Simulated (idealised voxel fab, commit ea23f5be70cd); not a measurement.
Proc. module: voxel transistor to metal
Cross-section cut: width 170 nm, square cells of 5 nm.
When this document writes out a cross-section, it uses a grid of square cells and lists it as bands, beginning at the top and moving down, with a band standing for one or more rows of cells. Heads up on the band format: heights come first, top then bottom, in nm. After that it's the materials left to right, each with its width in nm. A single material flagged "full width" fills the whole band edge to edge, and "empty" means there's empty space there. Height reference: 0 = level under which incoming wafer is all one material. Lowest band: no bottom, runs on downward, e.g. "z 0 and below". The notation "30 to 40" denotes a width that varies across the rows of cells in the band, beginning at the first number in the top row, finishing at the second number in the bottom row, and changing by an identical amount from each row to the next. It should be understood that the words "remained unchanged", when stated for a given step, signify that the cross-section underwent no change in any of its cells during that step. Tabulated closed voids: empty space of 8 cells or more with no open way to the top, each as width x height at its distance from the left edge, in nm. Whatever follows a step's settings on its line is a remark the simulator itself makes about that step. overlay nm: mask offset rightward from planned place, masked step; negative means leftward offset. Each pair below shows a cross-section before one step and the cross-section after it, down to the lowest band that changed. The line under each pair gives the step between them, with its settings. The pairs can come from different runs of this module on the same starting wafer, so a pair continues from the pair above only where its "Prior to processing" says so.

-- Prior to processing
	z 35 to 25 | empty: 70, SiO2: 5, SiCN: 30, SiO2: 5, empty: 60
	z 25 to -5 | empty: 70, SiO2: 5, polySi: 30, SiO2: 5, empty: 60
	z -5 to -10 | SiO2 full width
	z -10 to -35 | SiO2: 35, Si: 100, SiO2: 35
	z -35 and below | Si full width
	Tabulated closed voids: none

-- Cut View, Post-Step
	z 45 to 35 | empty: 60, SiN: 60, empty: 50
	z 35 to 25 | empty: 60, SiN: 10, SiO2: 5, SiCN: 30, SiO2: 5, SiN: 10, empty: 50
	z 25 to 5 | empty: 60, SiN: 10, SiO2: 5, polySi: 30, SiO2: 5, SiN: 10, empty: 50
	z 5 to -5 | SiN: 70, SiO2: 5, polySi: 30, SiO2: 5, SiN: 60
	Under -5: no change, same as before.
	Tabulated closed voids: none
Relating the two cross-sections above, the step in between is op CONFORMAL_DEP | material SiN | thk nm 10

Prior to processing: The structure entering this step is exactly what the pair just above shows after its step.

-- Cut View, Post-Step
	z 35 to 25 | empty: 60, SiN: 10, SiO2: 5, SiCN: 30, SiO2: 5, SiN: 10, empty: 50
	z 25 to -5 | empty: 60, SiN: 10, SiO2: 5, polySi: 30, SiO2: 5, SiN: 10, empty: 50
	Under -5: no change, same as before.
	Tabulated closed voids: none
Relating the two cross-sections above, the step in between is op DIRECTIONAL_ETCH | etch materials SiN | depth nm 10

Prior to processing: The structure entering this step is exactly what the pair just above shows after its step.

-- Cut View, Post-Step
	z 35 to 30 | empty: 60, SiN: 10, empty: 5, SiCN: 30, empty: 5, SiN: 10, empty: 50
	z 30 to 25 | empty: 60, SiN: 10, SiO2: 5, SiCN: 30, SiO2: 5, SiN: 10, empty: 50
	z 25 to -5 | empty: 60, SiN: 10, SiO2: 5, polySi: 30, SiO2: 5, SiN: 10, empty: 50
	z -5 to -10 | empty: 60, SiO2: 60, empty: 50
	Under -10: no change, same as before.
	Tabulated closed voids: none
Relating the two cross-sections above, the step in between is op DIRECTIONAL_ETCH | etch materials SiO2 | depth nm 5

Prior to processing: The structure entering this step is exactly what the pair just above shows after its step.

-- Cut View, Post-Step
	z 35 to 30 | empty: 60, SiN: 10, empty: 5, SiCN: 30, empty: 5, SiN: 10, empty: 50
	z 30 to 25 | empty: 60, SiN: 10, SiO2: 5, SiCN: 30, SiO2: 5, SiN: 10, empty: 50
	z 25 to -5 | empty: 60, SiN: 10, SiO2: 5, polySi: 30, SiO2: 5, SiN: 10, empty: 50
	z -5 to -10 | empty: 60, SiO2: 60, empty: 50
	z -10 to -20 | SiO2: 35, empty: 25, Si: 60, empty: 15, SiO2: 35
	Under -20: no change, same as before.
	Tabulated closed voids: none
Relating the two cross-sections above, the step in between is op DIRECTIONAL_ETCH | etch materials Si | depth nm 10

Prior to processing: The structure entering this step is exactly what the pair just above shows after its step.

-- Cut View, Post-Step
	z 35 to 30 | empty: 60, SiN: 10, empty: 5, SiCN: 30, empty: 5, SiN: 10, empty: 50
	z 30 to 25 | empty: 60, SiN: 10, SiO2: 5, SiCN: 30, SiO2: 5, SiN: 10, empty: 50
	z 25 to 0 | empty: 60, SiN: 10, SiO2: 5, polySi: 30, SiO2: 5, SiN: 10, empty: 50
	z 0 to -5 | empty: 50, nSi: 10, SiN: 10, SiO2: 5, polySi: 30, SiO2: 5, SiN: 10, nSi: 10, empty: 40
	z -5 to -10 | empty: 50, nSi: 10, SiO2: 60, nSi: 10, empty: 40
	z -10 to -20 | SiO2: 35, nSi: 25, Si: 60, nSi: 15, SiO2: 35
	Under -20: no change, same as before.
	Tabulated closed voids: none
Relating the two cross-sections above, the step in between is op EPI | material nSi | thk nm 10

Prior to processing: The structure entering this step is exactly what the pair just above shows after its step.

-- Cut View, Post-Step
	z 45 to 35 | SiO2 full width
	z 35 to 25 | SiO2: 60, SiN: 10, SiO2: 5, SiCN: 30, SiO2: 5, SiN: 10, SiO2: 50
	z 25 to 0 | SiO2: 60, SiN: 10, SiO2: 5, polySi: 30, SiO2: 5, SiN: 10, SiO2: 50
	z 0 to -5 | SiO2: 50, nSi: 10, SiN: 10, SiO2: 5, polySi: 30, SiO2: 5, SiN: 10, nSi: 10, SiO2: 40
	z -5 to -10 | SiO2: 50, nSi: 10, SiO2: 60, nSi: 10, SiO2: 40
	Under -10: no change, same as before.
	Tabulated closed voids: none
Relating the two cross-sections above, the step in between is op FILL_DEP | material SiO2 | thk nm 10

Prior to processing: The structure entering this step is exactly what the pair just above shows after its step.

-- Cut View, Post-Step
	z 25 to 0 | SiO2: 60, SiN: 10, SiO2: 5, polySi: 30, SiO2: 5, SiN: 10, SiO2: 50
	Under 0: no change, same as before.
	Tabulated closed voids: none
Relating the two cross-sections above, the step in between is op CMP | height nm 25

Prior to processing: The structure entering this step is exactly what the pair just above shows after its step.

-- Cut View, Post-Step
	z 25 to 0 | SiO2: 60, SiN: 10, SiO2: 5, empty: 30, SiO2: 5, SiN: 10, SiO2: 50
	z 0 to -5 | SiO2: 50, nSi: 10, SiN: 10, SiO2: 5, empty: 30, SiO2: 5, SiN: 10, nSi: 10, SiO2: 40
	Under -5: no change, same as before.
	Tabulated closed voids: none
Relating the two cross-sections above, the step in between is op STRIP | etch materials polySi

Prior to processing: The structure entering this step is exactly what the pair just above shows after its step.

-- Cut View, Post-Step
	z 25 to 20 | empty: 60, SiN: 10, empty: 40, SiN: 10, empty: 50
	z 20 to 0 | SiO2: 60, SiN: 10, empty: 40, SiN: 10, SiO2: 50
	z 0 to -5 | SiO2: 50, nSi: 10, SiN: 10, empty: 40, SiN: 10, nSi: 10, SiO2: 40
	z -5 to -10 | SiO2: 50, nSi: 10, SiO2: 10, empty: 40, SiO2: 10, nSi: 10, SiO2: 40
	Under -10: no change, same as before.
	Tabulated closed voids: none
Relating the two cross-sections above, the step in between is op SELECTIVE_ETCH | etch materials SiO2 | depth nm 5

Prior to processing: The structure entering this step is exactly what the pair just above shows after its step.

-- Cut View, Post-Step
	z 30 to 25 | empty: 55, HfO2: 20, empty: 30, HfO2: 20, empty: 45
	z 25 to 20 | HfO2: 60, SiN: 10, HfO2: 5, empty: 30, HfO2: 5, SiN: 10, HfO2: 50
	z 20 to 0 | SiO2: 60, SiN: 10, HfO2: 5, empty: 30, HfO2: 5, SiN: 10, SiO2: 50
	z 0 to -5 | SiO2: 50, nSi: 10, SiN: 10, HfO2: 5, empty: 30, HfO2: 5, SiN: 10, nSi: 10, SiO2: 40
	z -5 to -10 | SiO2: 50, nSi: 10, SiO2: 10, HfO2: 40, SiO2: 10, nSi: 10, SiO2: 40
	Under -10: no change, same as before.
	Tabulated closed voids: none
Relating the two cross-sections above, the step in between is op CONFORMAL_DEP | material HfO2 | thk nm 5

Prior to processing: The structure entering this step is exactly what the pair just above shows after its step.

-- Cut View, Post-Step
	z 35 to 30 | empty: 50, TiN: 30, empty: 20, TiN: 30, empty: 40
	z 30 to 25 | TiN: 55, HfO2: 20, TiN: 5, empty: 20, TiN: 5, HfO2: 20, TiN: 45
	z 25 to 20 | HfO2: 60, SiN: 10, HfO2: 5, TiN: 5, empty: 20, TiN: 5, HfO2: 5, SiN: 10, HfO2: 50
	z 20 to 0 | SiO2: 60, SiN: 10, HfO2: 5, TiN: 5, empty: 20, TiN: 5, HfO2: 5, SiN: 10, SiO2: 50
	z 0 to -5 | SiO2: 50, nSi: 10, SiN: 10, HfO2: 5, TiN: 30, HfO2: 5, SiN: 10, nSi: 10, SiO2: 40
	Under -5: no change, same as before.
	Tabulated closed voids: none
Relating the two cross-sections above, the step in between is op CONFORMAL_DEP | material TiN | thk nm 5

Prior to processing: The structure entering this step is exactly what the pair just above shows after its step.

-- Cut View, Post-Step
	z 45 to 35 | W full width
	z 35 to 30 | W: 50, TiN: 30, W: 20, TiN: 30, W: 40
	z 30 to 25 | TiN: 55, HfO2: 20, TiN: 5, W: 20, TiN: 5, HfO2: 20, TiN: 45
	z 25 to 20 | HfO2: 60, SiN: 10, HfO2: 5, TiN: 5, W: 20, TiN: 5, HfO2: 5, SiN: 10, HfO2: 50
	z 20 to 0 | SiO2: 60, SiN: 10, HfO2: 5, TiN: 5, W: 20, TiN: 5, HfO2: 5, SiN: 10, SiO2: 50
	Under 0: no change, same as before.
	Tabulated closed voids: none
Relating the two cross-sections above, the step in between is op FILL_DEP | material W | thk nm 10

Prior to processing: The structure entering this step is exactly what the pair just above shows after its step.

-- Cut View, Post-Step
	z 20 to 0 | SiO2: 60, SiN: 10, HfO2: 5, TiN: 5, W: 20, TiN: 5, HfO2: 5, SiN: 10, SiO2: 50
	Under 0: no change, same as before.
	Tabulated closed voids: none
Relating the two cross-sections above, the step in between is op CMP | height nm 20

Prior to processing: The structure entering this step is exactly what the pair just above shows after its step.

-- Cut View, Post-Step
	z 35 to 20 | SiO2 full width
	Under 20: no change, same as before.
	Tabulated closed voids: none
Relating the two cross-sections above, the step in between is op DIRECTIONAL_DEP | material SiO2 | thk nm 15

Prior to processing: The structure entering this step is exactly what the pair just above shows after its step.

-- Cut View, Post-Step
	z 55 to 35 | resist: 40, empty: 15, resist: 60, empty: 15, resist: 40
	Under 35: no change, same as before.
	Tabulated closed voids: none
Relating the two cross-sections above, the step in between is op PATTERN | tone open | mask id CONTACT | material resist | width nm 15 | pitch nm 75 | thk nm 20 | overlay nm 0

Prior to processing: The structure entering this step is exactly what the pair just above shows after its step.

-- Cut View, Post-Step
	z 55 to 35 | resist: 40, empty: 15, resist: 60, empty: 15, resist: 40
	z 35 to 20 | SiO2: 40, empty: 15, SiO2: 60, empty: 15, SiO2: 40
	z 20 to 0 | SiO2: 40, empty: 15, SiO2: 5, SiN: 10, HfO2: 5, TiN: 5, W: 20, TiN: 5, HfO2: 5, SiN: 10, empty: 10, SiO2: 40
	z 0 to -5 | SiO2: 40, empty: 10, nSi: 10, SiN: 10, HfO2: 5, TiN: 30, HfO2: 5, SiN: 10, nSi: 10, SiO2: 40
	z -5 to -10 | SiO2: 40, empty: 10, nSi: 10, SiO2: 10, HfO2: 40, SiO2: 10, nSi: 10, SiO2: 40
	Under -10: no change, same as before.
	Tabulated closed voids: none
Relating the two cross-sections above, the step in between is op DIRECTIONAL_ETCH | etch materials SiO2 | depth nm 45

Prior to processing: The structure entering this step is exactly what the pair just above shows after its step.

-- Cut View, Post-Step
	z 35 to 20 | SiO2: 40, empty: 15, SiO2: 60, empty: 15, SiO2: 40
	Under 20: no change, same as before.
	Tabulated closed voids: none
Relating the two cross-sections above, the step in between is op STRIP | etch materials resist

Prior to processing: The structure entering this step is exactly what the pair just above shows after its step.

-- Cut View, Post-Step
	z 40 to 35 | TiN: 45, empty: 5, TiN: 70, empty: 5, TiN: 45
	z 35 to 25 | SiO2: 40, TiN: 5, empty: 5, TiN: 5, SiO2: 60, TiN: 5, empty: 5, TiN: 5, SiO2: 40
	z 25 to 20 | SiO2: 40, TiN: 5, empty: 5, TiN: 5, SiO2: 60, TiN: 15, SiO2: 40
	z 20 to 5 | SiO2: 40, TiN: 5, empty: 5, TiN: 5, SiO2: 5, SiN: 10, HfO2: 5, TiN: 5, W: 20, TiN: 5, HfO2: 5, SiN: 10, TiN: 10, SiO2: 40
	z 5 to 0 | SiO2: 40, TiN: 15, SiO2: 5, SiN: 10, HfO2: 5, TiN: 5, W: 20, TiN: 5, HfO2: 5, SiN: 10, TiN: 10, SiO2: 40
	z 0 to -5 | SiO2: 40, TiN: 10, nSi: 10, SiN: 10, HfO2: 5, TiN: 30, HfO2: 5, SiN: 10, nSi: 10, SiO2: 40
	z -5 to -10 | SiO2: 40, TiN: 10, nSi: 10, SiO2: 10, HfO2: 40, SiO2: 10, nSi: 10, SiO2: 40
	Under -10: no change, same as before.
	Tabulated closed voids: none
Relating the two cross-sections above, the step in between is op CONFORMAL_DEP | material TiN | thk nm 5

Prior to processing: The structure entering this step is exactly what the pair just above shows after its step.

-- Cut View, Post-Step
	z 45 to 40 | W full width
	z 40 to 35 | TiN: 45, W: 5, TiN: 70, W: 5, TiN: 45
	z 35 to 25 | SiO2: 40, TiN: 5, W: 5, TiN: 5, SiO2: 60, TiN: 5, W: 5, TiN: 5, SiO2: 40
	z 25 to 20 | SiO2: 40, TiN: 5, W: 5, TiN: 5, SiO2: 60, TiN: 15, SiO2: 40
	z 20 to 5 | SiO2: 40, TiN: 5, W: 5, TiN: 5, SiO2: 5, SiN: 10, HfO2: 5, TiN: 5, W: 20, TiN: 5, HfO2: 5, SiN: 10, TiN: 10, SiO2: 40
	Under 5: no change, same as before.
	Tabulated closed voids: none
Relating the two cross-sections above, the step in between is op FILL_DEP | material W | thk nm 5

Prior to processing: The structure entering this step is exactly what the pair just above shows after its step.

-- Cut View, Post-Step
	z 35 to 25 | SiO2: 40, TiN: 5, W: 5, TiN: 5, SiO2: 60, TiN: 5, W: 5, TiN: 5, SiO2: 40
	Under 25: no change, same as before.
	Tabulated closed voids: none
Relating the two cross-sections above, the step in between is op CMP | height nm 35

Prior to processing: The structure entering this step is exactly what the pair just above shows after its step.

-- Cut View, Post-Step
	z 40 to 35 | SiN full width
	Under 35: no change, same as before.
	Tabulated closed voids: none
Relating the two cross-sections above, the step in between is op CONFORMAL_DEP | material SiN | thk nm 5

Prior to processing: The structure entering this step is exactly what the pair just above shows after its step.

-- Cut View, Post-Step
	z 60 to 40 | lowk full width
	Under 40: no change, same as before.
	Tabulated closed voids: none
Relating the two cross-sections above, the step in between is op DIRECTIONAL_DEP | material lowk | thk nm 20

Prior to processing: The structure entering this step is exactly what the pair just above shows after its step.

-- Cut View, Post-Step
	z 60 to 40 | lowk: 40, empty: 15, lowk: 60, empty: 15, lowk: 40
	Under 40: no change, same as before.
	Tabulated closed voids: none
Relating the two cross-sections above, the step in between is op MASKED_ETCH | tone open | mask id METAL_1 | width nm 15 | pitch nm 75 | etch materials lowk | depth nm 20 | overlay nm 0

Prior to processing: The structure entering this step is exactly what the pair just above shows after its step.

-- Cut View, Post-Step
	z 60 to 40 | lowk: 40, empty: 15, lowk: 60, empty: 15, lowk: 40
	z 40 to 35 | SiN: 40, empty: 15, SiN: 60, empty: 15, SiN: 40
	Under 35: no change, same as before.
	Tabulated closed voids: none
Relating the two cross-sections above, the step in between is op MASKED_ETCH | tone open | mask id METAL_1 | width nm 15 | pitch nm 75 | etch materials SiN | depth nm 5 | overlay nm 0

Prior to processing: The structure entering this step is exactly what the pair just above shows after its step.

-- Cut View, Post-Step
	z 65 to 60 | TiN: 45, empty: 5, TiN: 70, empty: 5, TiN: 45
	z 60 to 40 | lowk: 40, TiN: 5, empty: 5, TiN: 5, lowk: 60, TiN: 5, empty: 5, TiN: 5, lowk: 40
	z 40 to 35 | SiN: 40, TiN: 15, SiN: 60, TiN: 15, SiN: 40
	Under 35: no change, same as before.
	Tabulated closed voids: none
Relating the two cross-sections above, the step in between is op CONFORMAL_DEP | material TiN | thk nm 5

Prior to processing: The structure entering this step is exactly what the pair just above shows after its step.

-- Cut View, Post-Step
	z 75 to 65 | Ru full width
	z 65 to 60 | TiN: 45, Ru: 5, TiN: 70, Ru: 5, TiN: 45
	z 60 to 40 | lowk: 40, TiN: 5, Ru: 5, TiN: 5, lowk: 60, TiN: 5, Ru: 5, TiN: 5, lowk: 40
	Under 40: no change, same as before.
	Tabulated closed voids: none
Relating the two cross-sections above, the step in between is op FILL_DEP | material Ru | thk nm 10

Prior to processing: The structure entering this step is exactly what the pair just above shows after its step.

-- Cut View, Post-Step
	z 60 to 40 | lowk: 40, TiN: 5, Ru: 5, TiN: 5, lowk: 60, TiN: 5, Ru: 5, TiN: 5, lowk: 40
	Under 40: no change, same as before.
	Tabulated closed voids: none
Relating the two cross-sections above, the step in between is op CMP | height nm 60

Prior to processing: The structure entering this step is exactly what the pair just above shows after its step.

-- Cut View, Post-Step
	z 65 to 60 | empty: 35, Ru: 25, empty: 50, Ru: 25, empty: 35
	Under 60: no change, same as before.
	Tabulated closed voids: none
Relating the two cross-sections above, the step in between is op EPI | material Ru | thk nm 5

Prior to processing: The structure entering this step is exactly what the pair just above shows after its step.

-- Cut View, Post-Step
	z 70 to 65 | SiCN full width
	z 65 to 60 | SiCN: 35, Ru: 25, SiCN: 50, Ru: 25, SiCN: 35
	Under 60: no change, same as before.
	Tabulated closed voids: none
Relating the two cross-sections above, the step in between is op FILL_DEP | material SiCN | thk nm 5

Prior to processing: The structure entering this step is exactly what the pair just above shows after its step.

-- Cut View, Post-Step
	z 95 to 70 | lowk full width
	Under 70: no change, same as before.
	Tabulated closed voids: none
Relating the two cross-sections above, the step in between is op DIRECTIONAL_DEP | material lowk | thk nm 25

Prior to processing: The structure entering this step is exactly what the pair just above shows after its step.

-- Cut View, Post-Step
	z 95 to 80 | lowk: 40, empty: 15, lowk: 60, empty: 15, lowk: 40
	Under 80: no change, same as before.
	Tabulated closed voids: none
Relating the two cross-sections above, the step in between is op MASKED_ETCH | tone open | mask id METAL_2 | width nm 15 | pitch nm 75 | etch materials lowk | depth nm 15 | overlay nm 0

Prior to processing: The structure entering this step is exactly what the pair just above shows after its step.

-- Cut View, Post-Step
	z 95 to 70 | lowk: 40, empty: 15, lowk: 60, empty: 15, lowk: 40
	Under 70: no change, same as before.
	Tabulated closed voids: none
Relating the two cross-sections above, the step in between is op MASKED_ETCH | tone open | mask id METAL_2_HOLES | width nm 15 | pitch nm 75 | etch materials lowk | depth nm 10 | overlay nm 0

Prior to processing: The structure entering this step is exactly what the pair just above shows after its step.

-- Cut View, Post-Step
	z 95 to 70 | lowk: 40, empty: 15, lowk: 60, empty: 15, lowk: 40
	z 70 to 65 | SiCN: 40, empty: 15, SiCN: 60, empty: 15, SiCN: 40
	Under 65: no change, same as before.
	Tabulated closed voids: none
Relating the two cross-sections above, the step in between is op MASKED_ETCH | tone open | mask id METAL_2_HOLES | width nm 15 | pitch nm 75 | etch materials SiCN | depth nm 5 | overlay nm 0

Prior to processing: The structure entering this step is exactly what the pair just above shows after its step.

-- Cut View, Post-Step
	z 100 to 95 | TiN: 45, empty: 5, TiN: 70, empty: 5, TiN: 45
	z 95 to 70 | lowk: 40, TiN: 5, empty: 5, TiN: 5, lowk: 60, TiN: 5, empty: 5, TiN: 5, lowk: 40
	z 70 to 65 | SiCN: 40, TiN: 15, SiCN: 60, TiN: 15, SiCN: 40
	Under 65: no change, same as before.
	Tabulated closed voids: none
Relating the two cross-sections above, the step in between is op CONFORMAL_DEP | material TiN | thk nm 5

Prior to processing: The structure entering this step is exactly what the pair just above shows after its step.

-- Cut View, Post-Step
	z 110 to 100 | Cu full width
	z 100 to 95 | TiN: 45, Cu: 5, TiN: 70, Cu: 5, TiN: 45
	z 95 to 70 | lowk: 40, TiN: 5, Cu: 5, TiN: 5, lowk: 60, TiN: 5, Cu: 5, TiN: 5, lowk: 40
	Under 70: no change, same as before.
	Tabulated closed voids: none
Relating the two cross-sections above, the step in between is op FILL_DEP | material Cu | thk nm 10

Prior to processing: The structure entering this step is exactly what the pair just above shows after its step.

-- Cut View, Post-Step
	z 95 to 70 | lowk: 40, TiN: 5, Cu: 5, TiN: 5, lowk: 60, TiN: 5, Cu: 5, TiN: 5, lowk: 40
	Under 70: no change, same as before.
	Tabulated closed voids: none
Relating the two cross-sections above, the step in between is op CMP | height nm 95

Prior to processing: The structure entering this step is exactly what the pair just above shows after its step.

-- Cut View, Post-Step
	z 100 to 95 | SiCN full width
	Under 95: no change, same as before.
	Tabulated closed voids: none
Relating the two cross-sections above, the step in between is op CONFORMAL_DEP | material SiCN | thk nm 5

-- Prior to processing
	z 30 to 25 | empty: 50, HfO2: 20, empty: 30, HfO2: 20, empty: 50
	z 25 to 20 | HfO2: 55, SiN: 10, HfO2: 5, empty: 30, HfO2: 5, SiN: 10, HfO2: 55
	z 20 to 0 | SiO2: 55, SiN: 10, HfO2: 5, empty: 30, HfO2: 5, SiN: 10, SiO2: 55
	z 0 to -5 | SiO2: 45, nSi: 10, SiN: 10, HfO2: 5, empty: 30, HfO2: 5, SiN: 10, nSi: 10, SiO2: 45
	z -5 to -10 | SiO2: 45, nSi: 10, SiO2: 10, HfO2: 40, SiO2: 10, nSi: 10, SiO2: 45
	z -10 to -20 | SiO2: 35, nSi: 20, Si: 60, nSi: 20, SiO2: 35
	z -20 to -35 | SiO2: 35, Si: 100, SiO2: 35
	z -35 and below | Si full width
	Tabulated closed voids: none

-- Cut View, Post-Step
	z 35 to 30 | empty: 45, HfO2: 30, empty: 20, HfO2: 30, empty: 45
	z 30 to 25 | HfO2: 75, empty: 20, HfO2: 75
	z 25 to 20 | HfO2: 55, SiN: 10, HfO2: 10, empty: 20, HfO2: 10, SiN: 10, HfO2: 55
	z 20 to 0 | SiO2: 55, SiN: 10, HfO2: 10, empty: 20, HfO2: 10, SiN: 10, SiO2: 55
	z 0 to -5 | SiO2: 45, nSi: 10, SiN: 10, HfO2: 40, SiN: 10, nSi: 10, SiO2: 45
	Under -5: no change, same as before.
	Tabulated closed voids: none
Relating the two cross-sections above, the step in between is op CONFORMAL_DEP | material HfO2 | thk nm 5

Prior to processing: The structure entering this step is exactly what the pair just above shows after its step.

-- Cut View, Post-Step
	z 45 to 35 | W full width
	z 35 to 30 | W: 45, HfO2: 30, W: 20, HfO2: 30, W: 45
	z 30 to 25 | HfO2: 75, W: 20, HfO2: 75
	z 25 to 20 | HfO2: 55, SiN: 10, HfO2: 10, W: 20, HfO2: 10, SiN: 10, HfO2: 55
	z 20 to 0 | SiO2: 55, SiN: 10, HfO2: 10, W: 20, HfO2: 10, SiN: 10, SiO2: 55
	Under 0: no change, same as before.
	Tabulated closed voids: none
Relating the two cross-sections above, the step in between is op FILL_DEP | material W | thk nm 10

Prior to processing: The structure entering this step is exactly what the pair just above shows after its step.

-- Cut View, Post-Step
	z 20 to 0 | SiO2: 55, SiN: 10, HfO2: 10, W: 20, HfO2: 10, SiN: 10, SiO2: 55
	Under 0: no change, same as before.
	Tabulated closed voids: none
Relating the two cross-sections above, the step in between is op CMP | height nm 20

Prior to processing: The structure entering this step is exactly what the pair just above shows after its step.

-- Cut View, Post-Step
	z 35 to 20 | SiO2 full width
	Under 20: no change, same as before.
	Tabulated closed voids: none
Relating the two cross-sections above, the step in between is op DIRECTIONAL_DEP | material SiO2 | thk nm 15

Prior to processing: The structure entering this step is exactly what the pair just above shows after its step.

-- Cut View, Post-Step
	z 55 to 35 | resist: 40, empty: 15, resist: 60, empty: 15, resist: 40
	Under 35: no change, same as before.
	Tabulated closed voids: none
Relating the two cross-sections above, the step in between is op PATTERN | tone open | mask id CONTACT | material resist | width nm 15 | pitch nm 75 | thk nm 20 | overlay nm 0

Prior to processing: The structure entering this step is exactly what the pair just above shows after its step.

-- Cut View, Post-Step
	z 55 to 35 | resist: 40, empty: 15, resist: 60, empty: 15, resist: 40
	z 35 to 20 | SiO2: 40, empty: 15, SiO2: 60, empty: 15, SiO2: 40
	z 20 to 0 | SiO2: 40, empty: 15, SiN: 10, HfO2: 10, W: 20, HfO2: 10, SiN: 10, empty: 15, SiO2: 40
	z 0 to -5 | SiO2: 40, empty: 5, nSi: 10, SiN: 10, HfO2: 40, SiN: 10, nSi: 10, empty: 5, SiO2: 40
	z -5 to -10 | SiO2: 40, empty: 5, nSi: 10, SiO2: 10, HfO2: 40, SiO2: 10, nSi: 10, empty: 5, SiO2: 40
	Under -10: no change, same as before.
	Tabulated closed voids: none
Relating the two cross-sections above, the step in between is op DIRECTIONAL_ETCH | etch materials SiO2 | depth nm 45

Prior to processing: The structure entering this step is exactly what the pair just above shows after its step.

-- Cut View, Post-Step
	z 35 to 20 | SiO2: 40, empty: 15, SiO2: 60, empty: 15, SiO2: 40
	Under 20: no change, same as before.
	Tabulated closed voids: none
Relating the two cross-sections above, the step in between is op STRIP | etch materials resist

Prior to processing: The structure entering this step is exactly what the pair just above shows after its step.

-- Cut View, Post-Step
	z 40 to 35 | TiN: 45, empty: 5, TiN: 70, empty: 5, TiN: 45
	z 35 to 20 | SiO2: 40, TiN: 5, empty: 5, TiN: 5, SiO2: 60, TiN: 5, empty: 5, TiN: 5, SiO2: 40
	z 20 to 5 | SiO2: 40, TiN: 5, empty: 5, TiN: 5, SiN: 10, HfO2: 10, W: 20, HfO2: 10, SiN: 10, TiN: 5, empty: 5, TiN: 5, SiO2: 40
	z 5 to 0 | SiO2: 40, TiN: 15, SiN: 10, HfO2: 10, W: 20, HfO2: 10, SiN: 10, TiN: 15, SiO2: 40
	z 0 to -5 | SiO2: 40, TiN: 5, nSi: 10, SiN: 10, HfO2: 40, SiN: 10, nSi: 10, TiN: 5, SiO2: 40
	z -5 to -10 | SiO2: 40, TiN: 5, nSi: 10, SiO2: 10, HfO2: 40, SiO2: 10, nSi: 10, TiN: 5, SiO2: 40
	Under -10: no change, same as before.
	Tabulated closed voids: none
Relating the two cross-sections above, the step in between is op CONFORMAL_DEP | material TiN | thk nm 5

Prior to processing: The structure entering this step is exactly what the pair just above shows after its step.

-- Cut View, Post-Step
	z 45 to 40 | W full width
	z 40 to 35 | TiN: 45, W: 5, TiN: 70, W: 5, TiN: 45
	z 35 to 20 | SiO2: 40, TiN: 5, W: 5, TiN: 5, SiO2: 60, TiN: 5, W: 5, TiN: 5, SiO2: 40
	z 20 to 5 | SiO2: 40, TiN: 5, W: 5, TiN: 5, SiN: 10, HfO2: 10, W: 20, HfO2: 10, SiN: 10, TiN: 5, W: 5, TiN: 5, SiO2: 40
	Under 5: no change, same as before.
	Tabulated closed voids: none
Relating the two cross-sections above, the step in between is op FILL_DEP | material W | thk nm 5

Prior to processing: The structure entering this step is exactly what the pair just above shows after its step.

-- Cut View, Post-Step
	z 35 to 20 | SiO2: 40, TiN: 5, W: 5, TiN: 5, SiO2: 60, TiN: 5, W: 5, TiN: 5, SiO2: 40
	Under 20: no change, same as before.
	Tabulated closed voids: none
Relating the two cross-sections above, the step in between is op CMP | height nm 35

Prior to processing: The structure entering this step is exactly what the pair just above shows after its step.

-- Cut View, Post-Step
	z 40 to 35 | SiN full width
	Under 35: no change, same as before.
	Tabulated closed voids: none
Relating the two cross-sections above, the step in between is op CONFORMAL_DEP | material SiN | thk nm 5

Prior to processing: The structure entering this step is exactly what the pair just above shows after its step.

-- Cut View, Post-Step
	z 60 to 40 | lowk full width
	Under 40: no change, same as before.
	Tabulated closed voids: none
Relating the two cross-sections above, the step in between is op DIRECTIONAL_DEP | material lowk | thk nm 20

Prior to processing: The structure entering this step is exactly what the pair just above shows after its step.

-- Cut View, Post-Step
	z 60 to 40 | lowk: 40, empty: 15, lowk: 60, empty: 15, lowk: 40
	Under 40: no change, same as before.
	Tabulated closed voids: none
Relating the two cross-sections above, the step in between is op MASKED_ETCH | tone open | mask id METAL_1 | width nm 15 | pitch nm 75 | etch materials lowk | depth nm 20 | overlay nm 0

Prior to processing: The structure entering this step is exactly what the pair just above shows after its step.

-- Cut View, Post-Step
	z 60 to 40 | lowk: 40, empty: 15, lowk: 60, empty: 15, lowk: 40
	z 40 to 35 | SiN: 40, empty: 15, SiN: 60, empty: 15, SiN: 40
	Under 35: no change, same as before.
	Tabulated closed voids: none
Relating the two cross-sections above, the step in between is op MASKED_ETCH | tone open | mask id METAL_1 | width nm 15 | pitch nm 75 | etch materials SiN | depth nm 5 | overlay nm 0

Prior to processing: The structure entering this step is exactly what the pair just above shows after its step.

-- Cut View, Post-Step
	z 65 to 60 | TiN: 45, empty: 5, TiN: 70, empty: 5, TiN: 45
	z 60 to 40 | lowk: 40, TiN: 5, empty: 5, TiN: 5, lowk: 60, TiN: 5, empty: 5, TiN: 5, lowk: 40
	z 40 to 35 | SiN: 40, TiN: 15, SiN: 60, TiN: 15, SiN: 40
	Under 35: no change, same as before.
	Tabulated closed voids: none
Relating the two cross-sections above, the step in between is op CONFORMAL_DEP | material TiN | thk nm 5

Prior to processing: The structure entering this step is exactly what the pair just above shows after its step.

-- Cut View, Post-Step
	z 75 to 65 | Ru full width
	z 65 to 60 | TiN: 45, Ru: 5, TiN: 70, Ru: 5, TiN: 45
	z 60 to 40 | lowk: 40, TiN: 5, Ru: 5, TiN: 5, lowk: 60, TiN: 5, Ru: 5, TiN: 5, lowk: 40
	Under 40: no change, same as before.
	Tabulated closed voids: none
Relating the two cross-sections above, the step in between is op FILL_DEP | material Ru | thk nm 10

Prior to processing: The structure entering this step is exactly what the pair just above shows after its step.

-- Cut View, Post-Step
	z 60 to 40 | lowk: 40, TiN: 5, Ru: 5, TiN: 5, lowk: 60, TiN: 5, Ru: 5, TiN: 5, lowk: 40
	Under 40: no change, same as before.
	Tabulated closed voids: none
Relating the two cross-sections above, the step in between is op CMP | height nm 60

Prior to processing: The structure entering this step is exactly what the pair just above shows after its step.

-- Cut View, Post-Step
	z 65 to 60 | empty: 35, Ru: 25, empty: 50, Ru: 25, empty: 35
	Under 60: no change, same as before.
	Tabulated closed voids: none
Relating the two cross-sections above, the step in between is op EPI | material Ru | thk nm 5
